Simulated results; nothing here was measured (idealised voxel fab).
Process module under the name voxel capacitor over wiring
We display cut, a cross-section 250 nm in width whose square cells are each 5 nm.
Just so we're on the same page, the cross-sections are grids of square cells, and they're listed out in bands top to bottom, each band one or more rows deep. A band entry consists of two parts. The first gives the height of the band's top and the height of its bottom, in nm. The rest lists the band's materials from left to right, each with its width in nm. A single material labelled with the word "full width" fills the band from edge to edge, and the word "empty" marks empty space. Height datum 0, below which the as-received substrate wafer is one material. Lowest band open at the bottom, running downward: "from 0 down". The expression "30->40" gives the width at the extremes of the band, the first number at its top row of cells and the second at its bottom row, with the width changing by equal amounts from each row to the next in between. No cell of the cross-section changed in a step that is given as "everything unchanged". Heads up: "Tabulated closed voids" only lists the empty pockets with no open path to the top that are 8 cells or more, and it writes them as width x height at distance, distance from the left edge, in nm. On each step's line, the part that comes after the settings is the simulator's own comment on the step. Steps that use a mask can have "overlay nm" on their line. It says how far the mask sat to the right of where it was meant to be. Negative means to the left.
The following list gives the planned process steps:
- 1: RECEIVE with material Si
- 2: CONFORMAL_DEP with material SiO2, thk nm 15
- 3: CONFORMAL_DEP with material SiN, thk nm 5
- 4: DIRECTIONAL_DEP with material SiO2, thk nm 15
- 5: PATTERN with tone open, mask id METAL_1, material resist, width nm 25, pitch nm 95, thk nm 15, overlay nm 0
- 6: DIRECTIONAL_ETCH with etch materials SiO2, depth nm 15
- 7: DIRECTIONAL_ETCH with etch materials SiN, depth nm 5
- 8: STRIP with etch materials resist
- 9: CONFORMAL_DEP with material TiN, thk nm 5
- 10: FILL_DEP with material W, thk nm 10
- 11: CMP with height nm 35
- 12: EPI with material Ru, thk nm 5
- 13: FILL_DEP with material SiCN, thk nm 5
- 14: DIRECTIONAL_DEP with material SiO2, thk nm 20
- 15: MASKED_ETCH with tone open, mask id PLUG_1, width nm 15, etch materials SiO2, depth nm 20, overlay nm 0
- 16: MASKED_ETCH with tone open, mask id PLUG_1, width nm 15, etch materials SiCN, depth nm 5, overlay nm 0
- 17: CONFORMAL_DEP with material TiN, thk nm 5
- 18: FILL_DEP with material Cu, thk nm 5
- 19: CMP with height nm 65
- 20: DIRECTIONAL_DEP with material TiN, thk nm 10
- 21: DIRECTIONAL_DEP with material HfO2, thk nm 5
- 22: DIRECTIONAL_DEP with material TiN, thk nm 10
- 23: DIRECTIONAL_DEP with material aC, thk nm 10
- 24: PATTERN with tone cover, mask id UPPER_PLATE, material resist, width nm 75, thk nm 25, overlay nm 0
- 25: DIRECTIONAL_ETCH with etch materials aC, depth nm 10
- 26: STRIP with etch materials resist
- 27: DIRECTIONAL_ETCH with etch materials TiN, depth nm 10
- 28: DIRECTIONAL_ETCH with etch materials HfO2, depth nm 5
- 29: STRIP with etch materials aC
- 30: DIRECTIONAL_DEP with material aC, thk nm 10
- 31: PATTERN with tone cover, mask id LOWER_PLATE, material resist, width nm 85, thk nm 30, overlay nm 0
- 32: DIRECTIONAL_ETCH with etch materials aC, depth nm 10
- 33: STRIP with etch materials resist
- 34: DIRECTIONAL_ETCH with etch materials TiN, depth nm 10
- 35: STRIP with etch materials aC
- 36: FILL_DEP with material SiO2, thk nm 15
- 37: CMP with height nm 100
- 38: DIRECTIONAL_DEP with material aC, thk nm 10
- 39: PATTERN with tone open, mask id PLUG_2, material resist, width nm 15, thk nm 30, overlay nm 0
- 40: DIRECTIONAL_ETCH with etch materials aC, depth nm 10
- 41: STRIP with etch materials resist
- 42: DIRECTIONAL_ETCH with etch materials SiO2, depth nm 10
- 43: STRIP with etch materials aC
- 44: CONFORMAL_DEP with material TiN, thk nm 5
- 45: FILL_DEP with material Ru, thk nm 5
- 46: CMP with height nm 100
- 47: CONFORMAL_DEP with material SiN, thk nm 5
First of two wafers, with the run carried out as planned:
The cross-section here shows the wafer as received, i.e. in its state after step 1:
> from 0 down  Si full width
> Tabulated closed voids: none
Cross-section of the wafer subsequent to step 2:
> from 15 to 0  SiO2 full width
> Anything lower than 0 is untouched.
Cross-section of the wafer subsequent to step 3:
> from 20 to 15  SiN full width
> Anything lower than 15 is untouched.
Cross-section of the wafer subsequent to step 4:
> from 35 to 20  SiO2 full width
> Anything lower than 20 is untouched.
Cross-section of the wafer subsequent to step 5:
> from 50 to 35  resist (65), then empty (25), then resist (70), then empty (25), then resist (65)
> Anything lower than 35 is untouched.
Cross-section of the wafer subsequent to step 6:
> from 50 to 35  resist (65), then empty (25), then resist (70), then empty (25), then resist (65)
> from 35 to 20  SiO2 (65), then empty (25), then SiO2 (70), then empty (25), then SiO2 (65)
> Anything lower than 20 is untouched.
Cross-section of the wafer subsequent to step 7:
> from 50 to 35  resist (65), then empty (25), then resist (70), then empty (25), then resist (65)
> from 35 to 20  SiO2 (65), then empty (25), then SiO2 (70), then empty (25), then SiO2 (65)
> from 20 to 15  SiN (65), then empty (25), then SiN (70), then empty (25), then SiN (65)
> Anything lower than 15 is untouched.
Cross-section of the wafer subsequent to step 8:
> from 35 to 20  SiO2 (65), then empty (25), then SiO2 (70), then empty (25), then SiO2 (65)
> Anything lower than 20 is untouched.
Cross-section of the wafer subsequent to step 9:
> from 40 to 35  TiN (70), then empty (15), then TiN (80), then empty (15), then TiN (70)
> from 35 to 20  SiO2 (65), then TiN (5), then empty (15), then TiN (5), then SiO2 (70), then TiN (5), then empty (15), then TiN (5), then SiO2 (65)
> from 20 to 15  SiN (65), then TiN (25), then SiN (70), then TiN (25), then SiN (65)
> Anything lower than 15 is untouched.
Cross-section of the wafer subsequent to step 10:
> from 50 to 40  W full width
> from 40 to 35  TiN (70), then W (15), then TiN (80), then W (15), then TiN (70)
> from 35 to 20  SiO2 (65), then TiN (5), then W (15), then TiN (5), then SiO2 (70), then TiN (5), then W (15), then TiN (5), then SiO2 (65)
> Anything lower than 20 is untouched.
Cross-section of the wafer subsequent to step 11:
> from 35 to 20  SiO2 (65), then TiN (5), then W (15), then TiN (5), then SiO2 (70), then TiN (5), then W (15), then TiN (5), then SiO2 (65)
> Anything lower than 20 is untouched.
Cross-section of the wafer subsequent to step 12:
> from 40 to 35  empty (60), then Ru (35), then empty (60), then Ru (35), then empty (60)
> Anything lower than 35 is untouched.
Cross-section of the wafer subsequent to step 13:
> from 45 to 40  SiCN full width
> from 40 to 35  SiCN (60), then Ru (35), then SiCN (60), then Ru (35), then SiCN (60)
> Anything lower than 35 is untouched.
Cross-section of the wafer subsequent to step 14:
> from 65 to 45  SiO2 full width
> Anything lower than 45 is untouched.
Cross-section of the wafer subsequent to step 15:
> from 65 to 45  SiO2 (75), then empty (15), then SiO2 (160)
> Anything lower than 45 is untouched.
Cross-section of the wafer subsequent to step 16:
> from 65 to 45  SiO2 (75), then empty (15), then SiO2 (160)
> from 45 to 40  SiCN (75), then empty (15), then SiCN (160)
> Anything lower than 40 is untouched.
Cross-section of the wafer subsequent to step 17:
> from 70 to 65  TiN (80), then empty (5), then TiN (165)
> from 65 to 45  SiO2 (75), then TiN (5), then empty (5), then TiN (5), then SiO2 (160)
> from 45 to 40  SiCN (75), then TiN (15), then SiCN (160)
> Anything lower than 40 is untouched.
Cross-section of the wafer subsequent to step 18:
> from 75 to 70  Cu full width
> from 70 to 65  TiN (80), then Cu (5), then TiN (165)
> from 65 to 45  SiO2 (75), then TiN (5), then Cu (5), then TiN (5), then SiO2 (160)
> Anything lower than 45 is untouched.
Cross-section of the wafer subsequent to step 19:
> from 65 to 45  SiO2 (75), then TiN (5), then Cu (5), then TiN (5), then SiO2 (160)
> Anything lower than 45 is untouched.
Cross-section of the wafer subsequent to step 20:
> from 75 to 65  TiN full width
> Anything lower than 65 is untouched.
Cross-section of the wafer subsequent to step 21:
> from 80 to 75  HfO2 full width
> Anything lower than 75 is untouched.
Cross-section of the wafer subsequent to step 22:
> from 90 to 80  TiN full width
> Anything lower than 80 is untouched.
Cross-section of the wafer subsequent to step 23:
> from 100 to 90  aC full width
> Anything lower than 90 is untouched.
Cross-section of the wafer subsequent to step 24:
> from 125 to 100  empty (75), then resist (75), then empty (100)
> Anything lower than 100 is untouched.
Cross-section of the wafer subsequent to step 25:
> from 115 to 100  empty (75), then resist (75), then empty (100)
> from 100 to 90  empty (75), then aC (75), then empty (100)
> Anything lower than 90 is untouched.
Cross-section of the wafer subsequent to step 26:
> from 100 to 90  empty (75), then aC (75), then empty (100)
> Anything lower than 90 is untouched.
Cross-section of the wafer subsequent to step 27:
> from 100 to 90  empty (75), then aC (75), then empty (100)
> from 90 to 80  empty (75), then TiN (75), then empty (100)
> Anything lower than 80 is untouched.
Cross-section of the wafer subsequent to step 28:
> from 100 to 90  empty (75), then aC (75), then empty (100)
> from 90 to 80  empty (75), then TiN (75), then empty (100)
> from 80 to 75  empty (75), then HfO2 (75), then empty (100)
> Anything lower than 75 is untouched.
Cross-section of the wafer subsequent to step 29:
> from 90 to 80  empty (75), then TiN (75), then empty (100)
> Anything lower than 80 is untouched.
Cross-section of the wafer subsequent to step 30:
> from 100 to 90  empty (75), then aC (75), then empty (100)
> from 90 to 85  empty (75), then TiN (75), then empty (100)
> from 85 to 80  aC (75), then TiN (75), then aC (100)
> from 80 to 75  aC (75), then HfO2 (75), then aC (100)
> Anything lower than 75 is untouched.
Cross-section of the wafer subsequent to step 31:
> from 130 to 100  empty (70), then resist (85), then empty (95)
> from 100 to 90  empty (70), then resist (5), then aC (75), then resist (5), then empty (95)
> from 90 to 85  empty (70), then resist (5), then TiN (75), then resist (5), then empty (95)
> Anything lower than 85 is untouched.
Cross-section of the wafer subsequent to step 32:
> from 120 to 100  empty (70), then resist (85), then empty (95)
> from 100 to 90  empty (70), then resist (5), then aC (75), then resist (5), then empty (95)
> from 90 to 85  empty (70), then resist (5), then TiN (75), then resist (5), then empty (95)
> from 85 to 80  empty (70), then aC (5), then TiN (75), then aC (5), then empty (95)
> from 80 to 75  empty (70), then aC (5), then HfO2 (75), then aC (5), then empty (95)
> Anything lower than 75 is untouched.
Cross-section of the wafer subsequent to step 33:
> from 100 to 90  empty (75), then aC (75), then empty (100)
> from 90 to 85  empty (75), then TiN (75), then empty (100)
> Anything lower than 85 is untouched.
Cross-section of the wafer subsequent to step 34:
> from 100 to 90  empty (75), then aC (75), then empty (100)
> from 90 to 85  empty (75), then TiN (75), then empty (100)
> from 85 to 80  empty (70), then aC (5), then TiN (75), then aC (5), then empty (95)
> from 80 to 75  empty (70), then aC (5), then HfO2 (75), then aC (5), then empty (95)
> from 75 to 65  empty (70), then TiN (85), then empty (95)
> Anything lower than 65 is untouched.
Cross-section of the wafer subsequent to step 35:
> from 90 to 80  empty (75), then TiN (75), then empty (100)
> from 80 to 75  empty (75), then HfO2 (75), then empty (100)
> Anything lower than 75 is untouched.
Cross-section of the wafer subsequent to step 36:
> from 105 to 90  SiO2 full width
> from 90 to 80  SiO2 (75), then TiN (75), then SiO2 (100)
> from 80 to 75  SiO2 (75), then HfO2 (75), then SiO2 (100)
> from 75 to 65  SiO2 (70), then TiN (85), then SiO2 (95)
> Anything lower than 65 is untouched.
Cross-section of the wafer subsequent to step 37:
> from 100 to 90  SiO2 full width
> Anything lower than 90 is untouched.
Cross-section of the wafer subsequent to step 38:
> from 110 to 100  aC full width
> Anything lower than 100 is untouched.
Cross-section of the wafer subsequent to step 39:
> from 140 to 110  resist (85), then empty (15), then resist (150)
> Anything lower than 110 is untouched.
Cross-section of the wafer subsequent to step 40:
> from 130 to 110  resist (85), then empty (15), then resist (150)
> from 110 to 100  aC (85), then empty (15), then aC (150)
> Anything lower than 100 is untouched.
Cross-section of the wafer subsequent to step 41:
> from 110 to 100  aC (85), then empty (15), then aC (150)
> Anything lower than 100 is untouched.
Cross-section of the wafer subsequent to step 42:
> from 110 to 100  aC (85), then empty (15), then aC (150)
> from 100 to 90  SiO2 (85), then empty (15), then SiO2 (150)
> Anything lower than 90 is untouched.
Cross-section of the wafer subsequent to step 43:
> from 100 to 90  SiO2 (85), then empty (15), then SiO2 (150)
> Anything lower than 90 is untouched.
Cross-section of the wafer subsequent to step 44:
> from 105 to 100  TiN (90), then empty (5), then TiN (155)
> from 100 to 95  SiO2 (85), then TiN (5), then empty (5), then TiN (5), then SiO2 (150)
> from 95 to 90  SiO2 (85), then TiN (15), then SiO2 (150)
> Anything lower than 90 is untouched.
Cross-section of the wafer subsequent to step 45:
> from 110 to 105  Ru full width
> from 105 to 100  TiN (90), then Ru (5), then TiN (155)
> from 100 to 95  SiO2 (85), then TiN (5), then Ru (5), then TiN (5), then SiO2 (150)
> Anything lower than 95 is untouched.
Cross-section of the wafer subsequent to step 46:
> from 100 to 95  SiO2 (85), then TiN (5), then Ru (5), then TiN (5), then SiO2 (150)
> Anything lower than 95 is untouched.
Cross-section of the wafer subsequent to step 47:
> from 105 to 100  SiN full width
> Anything lower than 100 is untouched.
It is to be noted that the second wafer proceeded from the same initial state and according to the same plan as the first, although one mistake was committed in its execution; through step 43, inclusive, the two wafers share an identical history:
When step 44 should have ended:
> from 105 to 100  W (90), then empty (5), then W (155)
> from 100 to 95  SiO2 (85), then W (5), then empty (5), then W (5), then SiO2 (150)
> from 95 to 90  SiO2 (85), then W (15), then SiO2 (150)
> Anything lower than 90 is untouched.
When step 45 should have ended:
> from 110 to 105  Ru full width
> from 105 to 100  W (90), then Ru (5), then W (155)
> from 100 to 95  SiO2 (85), then W (5), then Ru (5), then W (5), then SiO2 (150)
> Anything lower than 95 is untouched.
When step 46 should have ended:
> from 100 to 95  SiO2 (85), then W (5), then Ru (5), then W (5), then SiO2 (150)
> Anything lower than 95 is untouched.
When step 47 should have ended:
> from 105 to 100  SiN full width
> Anything lower than 100 is untouched.
Deviation from plan: step 44 ran differently from the plan; actual operation with settings: CONFORMAL_DEP with material W, thk nm 5
at the end the second wafer has, in cells: TiN: 5 fewer; W: 5 more
